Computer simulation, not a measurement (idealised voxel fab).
process module | voxel air gaps
cross-section cut | 215 nm wide | cells 5 nm
A cross-section is a grid of square cells, given in bands from the top down. A band is one or more rows of cells.
Each band's line starts with the height of the band's top and of its bottom, in nm. Then come its materials from left to right, each with its width in nm. One material with "throughout" fills the band from edge to edge. "air" is empty space.
Height 0 is the level under which the wafer as received is all one material. The lowest band goes on downwards, as in "0 down".
A width such as "30 to 40" changes by the same amount from each row of cells to the next, from the band's top row to its bottom row.
"no change" after a step means that no cell of the cross-section changed.
closed voids: empty space of 8 cells or more with no open way to the top, each as width x height at its distance from the left edge, in nm
after a step's settings: what the simulator itself notes on the step
overlay nm, on a step with a mask: how far to the right of its planned place the mask lay; to the left if negative
plan
1 op RECEIVE | material Si
2 op CONFORMAL_DEP | material SiO2 | thk nm 15
3 op CONFORMAL_DEP | material SiN | thk nm 5
4 op DIRECTIONAL_DEP | material SiO2 | thk nm 40
5 op MASKED_ETCH | tone open | mask id LINES | width nm 25 | pitch nm 55 | etch materials SiO2 | depth nm 40 | overlay nm 0
6 op CONFORMAL_DEP | material TiN | thk nm 5
7 op FILL_DEP | material Cu | thk nm 5
8 op CMP | height nm 60
9 op EPI | material Ru | thk nm 10
10 op SELECTIVE_ETCH | etch materials SiO2 | depth nm 50
11 op CONFORMAL_DEP | material SiCN | thk nm 5
first wafer, as planned
as received, after step 1
  0 down: Si throughout
  closed voids: none
after step 2
  15 to 0: SiO2 throughout
  below 0: unchanged
after step 3
  20 to 15: SiN throughout
  below 15: unchanged
after step 4
  60 to 20: SiO2 throughout
  below 20: unchanged
after step 5
  60 to 20: SiO2 40 | air 25 | SiO2 30 | air 25 | SiO2 30 | air 25 | SiO2 40
  below 20: unchanged
after step 6
  65 to 60: TiN 45 | air 15 | TiN 40 | air 15 | TiN 40 | air 15 | TiN 45
  60 to 25: SiO2 40 | TiN 5 | air 15 | TiN 5 | SiO2 30 | TiN 5 | air 15 | TiN 5 | SiO2 30 | TiN 5 | air 15 | TiN 5 | SiO2 40
  25 to 20: SiO2 40 | TiN 25 | SiO2 30 | TiN 25 | SiO2 30 | TiN 25 | SiO2 40
  below 20: unchanged
after step 7
  70 to 65: Cu throughout
  65 to 60: TiN 45 | Cu 15 | TiN 40 | Cu 15 | TiN 40 | Cu 15 | TiN 45
  60 to 25: SiO2 40 | TiN 5 | Cu 15 | TiN 5 | SiO2 30 | TiN 5 | Cu 15 | TiN 5 | SiO2 30 | TiN 5 | Cu 15 | TiN 5 | SiO2 40
  below 25: unchanged
after step 8
  60 to 25: SiO2 40 | TiN 5 | Cu 15 | TiN 5 | SiO2 30 | TiN 5 | Cu 15 | TiN 5 | SiO2 30 | TiN 5 | Cu 15 | TiN 5 | SiO2 40
  below 25: unchanged
after step 9
  70 to 60: air 30 | Ru 45 | air 10 | Ru 45 | air 10 | Ru 45 | air 30
  below 60: unchanged
after step 10
  70 to 60: air 30 | Ru 45 | air 10 | Ru 45 | air 10 | Ru 45 | air 30
  60 to 25: air 40 | TiN 5 | Cu 15 | TiN 5 | air 30 | TiN 5 | Cu 15 | TiN 5 | air 30 | TiN 5 | Cu 15 | TiN 5 | air 40
  25 to 20: air 40 | TiN 25 | air 30 | TiN 25 | air 30 | TiN 25 | air 40
  below 20: unchanged
after step 11
  75 to 70: air 25 | SiCN 165 | air 25
  70 to 60: air 25 | SiCN 5 | Ru 45 | SiCN 10 | Ru 45 | SiCN 10 | Ru 45 | SiCN 5 | air 25
  60 to 55: air 25 | SiCN 15 | TiN 5 | Cu 15 | TiN 5 | SiCN 30 | TiN 5 | Cu 15 | TiN 5 | SiCN 30 | TiN 5 | Cu 15 | TiN 5 | SiCN 15 | air 25
  55 to 25: air 35 | SiCN 5 | TiN 5 | Cu 15 | TiN 5 | SiCN 5 | air 20 | SiCN 5 | TiN 5 | Cu 15 | TiN 5 | SiCN 5 | air 20 | SiCN 5 | TiN 5 | Cu 15 | TiN 5 | SiCN 5 | air 35
  25 to 20: SiCN 40 | TiN 25 | SiCN 30 | TiN 25 | SiCN 30 | TiN 25 | SiCN 40
  below 20: unchanged
  closed voids: 20 x 30 at 70; 20 x 30 at 125
second wafer: like start, like plan, one mistake. Through step 4 it matches the first wafer
when step 5 should have ended
  60 to 20: air 40 | SiO2 25 | air 30 | SiO2 25 | air 30 | SiO2 25 | air 40
  below 20: unchanged
when step 6 should have ended
  65 to 60: air 35 | TiN 35 | air 20 | TiN 35 | air 20 | TiN 35 | air 35
  60 to 25: air 35 | TiN 5 | SiO2 25 | TiN 5 | air 20 | TiN 5 | SiO2 25 | TiN 5 | air 20 | TiN 5 | SiO2 25 | TiN 5 | air 35
  25 to 20: TiN 40 | SiO2 25 | TiN 30 | SiO2 25 | TiN 30 | SiO2 25 | TiN 40
  below 20: unchanged
when step 7 should have ended
  70 to 65: Cu throughout
  65 to 60: Cu 35 | TiN 35 | Cu 20 | TiN 35 | Cu 20 | TiN 35 | Cu 35
  60 to 25: Cu 35 | TiN 5 | SiO2 25 | TiN 5 | Cu 20 | TiN 5 | SiO2 25 | TiN 5 | Cu 20 | TiN 5 | SiO2 25 | TiN 5 | Cu 35
  below 25: unchanged
when step 8 should have ended
  60 to 25: Cu 35 | TiN 5 | SiO2 25 | TiN 5 | Cu 20 | TiN 5 | SiO2 25 | TiN 5 | Cu 20 | TiN 5 | SiO2 25 | TiN 5 | Cu 35
  below 25: unchanged
when step 9 should have ended
  70 to 60: Ru 50 | air 5 | Ru 50 | air 5 | Ru 50 | air 5 | Ru 50
  below 60: unchanged
when step 10 should have ended
  70 to 60: Ru 50 | air 5 | Ru 50 | air 5 | Ru 50 | air 5 | Ru 50
  60 to 25: Cu 35 | TiN 5 | air 25 | TiN 5 | Cu 20 | TiN 5 | air 25 | TiN 5 | Cu 20 | TiN 5 | air 25 | TiN 5 | Cu 35
  25 to 20: TiN 40 | air 25 | TiN 30 | air 25 | TiN 30 | air 25 | TiN 40
  below 20: unchanged
when step 11 should have ended
  75 to 70: SiCN throughout
  70 to 60: Ru 50 | SiCN 5 | Ru 50 | SiCN 5 | Ru 50 | SiCN 5 | Ru 50
  60 to 55: Cu 35 | TiN 5 | SiCN 25 | TiN 5 | Cu 20 | TiN 5 | SiCN 25 | TiN 5 | Cu 20 | TiN 5 | SiCN 25 | TiN 5 | Cu 35
  55 to 25: Cu 35 | TiN 5 | SiCN 5 | air 15 | SiCN 5 | TiN 5 | Cu 20 | TiN 5 | SiCN 5 | air 15 | SiCN 5 | TiN 5 | Cu 20 | TiN 5 | SiCN 5 | air 15 | SiCN 5 | TiN 5 | Cu 35
  25 to 20: TiN 40 | SiCN 25 | TiN 30 | SiCN 25 | TiN 30 | SiCN 25 | TiN 40
  below 20: unchanged
  closed voids: 15 x 30 at 45; 15 x 30 at 100; 15 x 30 at 155
what went wrong: step 5 ran as: op MASKED_ETCH | tone cover | mask id LINES | width nm 25 | pitch nm 55 | etch materials SiO2 | depth nm 40 | overlay nm 0
at the end the second wafer has, in cells: 91 more of Cu | 26 more of Ru | 12 fewer of SiCN | 13 more of TiN
closed voids at the end (first wafer, second wafer): 2, 3
